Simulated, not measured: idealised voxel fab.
process module | voxel released beams
cross-section cut | 245 nm wide | cells 5 nm
A cross-section is a grid of square cells, given in bands from the top down. A band is one or more rows of cells.
Each band's line starts with the height of the band's top and of its bottom, in nm. Then come its materials from left to right, each with its width in nm. One material with "throughout" fills the band from edge to edge. "air" is empty space.
Height 0 is the level under which the wafer as received is all one material. The lowest band goes on downwards, as in "0 down".
A width such as "30 to 40" changes by the same amount from each row of cells to the next, from the band's top row to its bottom row.
"no change" after a step means that no cell of the cross-section changed.
closed voids: empty space of 8 cells or more with no open way to the top, each as width x height at its distance from the left edge, in nm
after a step's settings: what the simulator itself notes on the step
overlay nm, on a step with a mask: how far to the right of its planned place the mask lay; to the left if negative
plan
1 op RECEIVE | material Si
2 op CONFORMAL_DEP | material SiN | thk nm 10
3 op DIRECTIONAL_DEP | material SiO2 | thk nm 15
4 op PATTERN | tone open | mask id ANCHOR | material resist | width nm 45 | thk nm 15 | overlay nm 0
5 op DIRECTIONAL_ETCH | etch materials SiO2 | depth nm 15
6 op STRIP | etch materials resist
7 op CONFORMAL_DEP | material TiN | thk nm 15
8 op PATTERN | tone cover | mask id BEAM | material resist | width nm 95 | thk nm 15 | overlay nm 0
9 op DIRECTIONAL_ETCH | etch materials TiN | depth nm 15
10 op STRIP | etch materials resist
11 op STRIP | etch materials SiO2
as received, after step 1
  0 down: Si throughout
  closed voids: none
a wafer at the end: this start, this plan, one mistake
  30 to 15: air 70 | TiN 20 | air 15 | TiN 60 | air 80
  15 to 0: air 75 | TiN 45 | air 125
  0 down: Si throughout
  closed voids: none
what went wrong: step 2 was left out
